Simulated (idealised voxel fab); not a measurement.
Process module under the name voxel wiring stack
The cross-section on display is named cut; it measures 190 nm wide, and its cells are 5 nm squares.
Cross-sections here: square-cell grids, written as top-down lists of bands, a band being one or more rows of cells. In this notation a band is specified by the heights of its top and bottom, in that order and in nm, after which its materials appear from left to right, each paired with its width in nm. The word "edge to edge" attached to a single material means that material fills the band from edge to edge; the word "air" stands for empty space. Ref level 0: as-received wafer is one material below here. Bottom band extends down with no lower bound ("z 0 and below"). A two-number width, for instance "30..40", indicates that the width is equal to the first number in the top row of the band and to the second number in the bottom row, and that it changes by a constant amount per row of cells. What does "no alterations made" mean for a step? It means no cell of the cross-section changed in that step. This entry, "Closed empty spaces", enumerates those empty regions of no fewer than 8 cells that possess no open connection to the top. Each region is reported in the form width x height at distance, the distance being taken from the left edge, with all three quantities expressed in nm. after a step's settings: what the simulator itself notes on the step. The optional step-line setting "overlay nm" applies to steps with a mask and quantifies how far to the right of its planned location the mask lay, a negative value indicating leftward placement.

Steps planned for the process:
1) RECEIVE,material Si
2) CONFORMAL_DEP,material SiO2,thk nm 10
3) CONFORMAL_DEP,material SiCN,thk nm 5
4) DIRECTIONAL_DEP,material lowk,thk nm 20
5) MASKED_ETCH,tone open,mask id METAL_1,width nm 25,pitch nm 40,etch materials lowk,depth nm 20,overlay nm 0
6) MASKED_ETCH,tone open,mask id METAL_1,width nm 25,pitch nm 40,etch materials SiCN,depth nm 5,overlay nm 0
7) CONFORMAL_DEP,material TiN,thk nm 5
8) FILL_DEP,material W,thk nm 10
9) CMP,height nm 35
10) CONFORMAL_DEP,material SiCN,thk nm 5
11) DIRECTIONAL_DEP,material lowk,thk nm 10
12) PATTERN,tone open,mask id PLUG_1,material resist,width nm 15,pitch nm 40,thk nm 20,overlay nm 0
13) DIRECTIONAL_ETCH,etch materials lowk,depth nm 10
14) DIRECTIONAL_ETCH,etch materials SiCN,depth nm 5
15) STRIP,etch materials resist
16) EPI,material Ru,thk nm 10
17) EPI,material Ru,thk nm 5
18) CONFORMAL_DEP,material SiCN,thk nm 5
19) DIRECTIONAL_DEP,material lowk,thk nm 15
20) DIRECTIONAL_DEP,material aC,thk nm 10
21) PATTERN,tone open,mask id METAL_2,material resist,width nm 25,pitch nm 40,thk nm 25,overlay nm 0
22) DIRECTIONAL_ETCH,etch materials aC,depth nm 10
23) STRIP,etch materials resist
24) DIRECTIONAL_ETCH,etch materials lowk,depth nm 15
25) DIRECTIONAL_ETCH,etch materials SiCN,depth nm 5
26) STRIP,etch materials aC
27) CONFORMAL_DEP,material TiN,thk nm 5
28) FILL_DEP,material Ru,thk nm 10
29) CMP,height nm 70
30) EPI,material Ru,thk nm 5
31) FILL_DEP,material SiCN,thk nm 5
32) DIRECTIONAL_DEP,material lowk,thk nm 30
33) MASKED_ETCH,tone open,mask id METAL_3,width nm 25,pitch nm 40,etch materials lowk,depth nm 20,overlay nm 0
34) DIRECTIONAL_DEP,material aC,thk nm 15
35) PATTERN,tone open,mask id METAL_3_HOLES,material resist,width nm 15,thk nm 35,overlay nm 0
36) DIRECTIONAL_ETCH,etch materials aC,depth nm 15
37) STRIP,etch materials resist
38) DIRECTIONAL_ETCH,etch materials lowk,depth nm 10
39) DIRECTIONAL_ETCH,etch materials SiCN,depth nm 5
40) STRIP,etch materials aC
41) CONFORMAL_DEP,material TiN,thk nm 5
42) FILL_DEP,material Ru,thk nm 5
43) CMP,height nm 110
44) CONFORMAL_DEP,material SiN,thk nm 5

Cross-section of the wafer upon arrival, representing the state reached after step 1:
z 0 and below  Si edge to edge
Closed empty spaces: none

This is how the wafer looks in cross-section once the module is done, given the starting state and plan above and one mistake in carrying the plan out:
z 115 to 110  SiN edge to edge
z 110 to 95  lowk 60, then TiN 5, then Ru 15, then TiN 5, then lowk 15, then TiN 5, then Ru 15, then TiN 5, then lowk 65
z 95 to 90  lowk 60, then TiN 5, then Ru 5, then TiN 15, then lowk 15, then TiN 25, then lowk 65
z 90 to 80  lowk 60, then TiN 5, then Ru 5, then TiN 5, then lowk 115
z 80 to 75  SiCN 60, then TiN 15, then SiCN 115
z 75 to 70  Ru 90, then SiCN 5, then Ru 35, then SiCN 10, then Ru 50
z 70 to 60  Ru 50, then TiN 5, then lowk 5, then TiN 5, then Ru 15, then TiN 5, then lowk 15, then TiN 5, then Ru 15, then TiN 5, then lowk 20, then TiN 5, then Ru 40
z 60 to 55  TiN 55, then lowk 5, then TiN 5, then Ru 15, then TiN 5, then lowk 15, then TiN 5, then Ru 15, then TiN 5, then lowk 20, then TiN 45
z 55 to 50  lowk 55, then SiCN 5, then TiN 25, then SiCN 15, then TiN 25, then SiCN 20, then lowk 45
z 50 to 40  lowk 55, then SiCN 5, then lowk 15, then Ru 25, then lowk 15, then Ru 25, then SiCN 5, then lowk 45
z 40 to 35  SiCN 75, then Ru 25, then SiCN 15, then Ru 25, then SiCN 50
z 35 to 15  lowk 60, then TiN 5, then W 15, then TiN 5, then lowk 15, then TiN 5, then W 15, then TiN 5, then lowk 65
z 15 to 10  SiCN 60, then TiN 25, then SiCN 15, then TiN 25, then SiCN 65
z 10 to 0  SiO2 edge to edge
z 0 and below  Si edge to edge
Closed empty spaces: none
Heads up, the wafer didn't run the way we planned it: heads up, step 12 didn't go per plan, it actually ran as PATTERN,tone cover,mask id PLUG_1,material resist,width nm 15,pitch nm 40,thk nm 20,overlay nm 0
